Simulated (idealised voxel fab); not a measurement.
Proc. module: voxel gate over fins
Cross-sectional view cut (width: 225 nm; square cell size: 5 nm).
A cross-section in this document is a grid of square cells, and it is written down as bands, the top band listed before the ones below it; a band is made up of one or more rows of cells. For a band, the entry starts with two heights in nm, that of the top and then that of the bottom, and carries on with the band's materials in order from left to right, each alongside its width in nm; the word "edge to edge" beside a single material means it fills the band edge to edge, and "empty" means empty space. For the purposes of this specification, 0 denotes the height below which the wafer in its as-received condition is composed wholly of one material, and the lowermost band, lacking a lower limit, extends downward without end, as expressed in "0..down". You'd read "30->40" like this: the band's top row of cells is as wide as the first number, its bottom row is as wide as the second, and going down, every row changes width by the same amount as the row before did. Where a step carries "no change", the cross-section came out of it unchanged, cell for cell. Closed-off voids of 8+ cells (no open route to the top) go in "Unvented internal voids", written width x height at distance from the left edge, in nm. Past the settings on a step's line: simulator remark, on that step. Steps that use a mask can have "overlay nm" on their line. It says how far the mask sat to the right of where it was meant to be. Negative means to the left.

[Listed below are the process steps as planned]
1) RECEIVE (material Si)
2) CONFORMAL_DEP (material SiN; thk nm 5)
3) PATTERN (tone cover; mask id FINS; material resist; width nm 15; pitch nm 45; thk nm 20; overlay nm 0)
4) DIRECTIONAL_ETCH (etch materials SiN; depth nm 5)
5) DIRECTIONAL_ETCH (etch materials Si; depth nm 35)
6) STRIP (etch materials resist)
7) OXIDIZE (depth nm 5)
8) FILL_DEP (material SiO2; thk nm 5)
9) CMP (height nm 5)
10) SELECTIVE_ETCH (etch materials SiO2; depth nm 15)
11) STRIP (etch materials SiN)
12) CONFORMAL_DEP (material HfO2; thk nm 5)
13) CONFORMAL_DEP (material TiN; thk nm 5)
14) FILL_DEP (material W; thk nm 15)
15) CMP (height nm 20)
16) CONFORMAL_DEP (material SiN; thk nm 10)

[Cross-section of the wafer at receipt, which is the condition after step 1]
* 0..down: Si edge to edge
* Unvented internal voids: none

[Wafer at module end, in section. Began as above, planned as above, run with one mistake]
* 30..20: SiN edge to edge
* 20..10: W edge to edge
* 10..5: 55 of W | 25 of TiN | 20 of W | 25 of TiN | 20 of W | 25 of TiN | 55 of W
* 5..0: 55 of W | 5 of TiN | 15 of HfO2 | 5 of TiN | 20 of W | 5 of TiN | 15 of HfO2 | 5 of TiN | 20 of W | 5 of TiN | 15 of HfO2 | 5 of TiN | 55 of W
* 0..-5: 60 of TiN | 5 of HfO2 | 5 of Si | 5 of HfO2 | 30 of TiN | 5 of HfO2 | 5 of Si | 5 of HfO2 | 30 of TiN | 5 of HfO2 | 5 of Si | 5 of HfO2 | 60 of TiN
* -5..-10: 65 of HfO2 | 5 of Si | 40 of HfO2 | 5 of Si | 40 of HfO2 | 5 of Si | 65 of HfO2
* -10..-50: 65 of SiO2 | 5 of Si | 40 of SiO2 | 5 of Si | 40 of SiO2 | 5 of Si | 65 of SiO2
* -50..down: Si edge to edge
* Unvented internal voids: none
Want to know what went wrong? step 5 ran with different settings than intended, the actual operation and settings being DIRECTIONAL_ETCH (etch materials Si; depth nm 45)
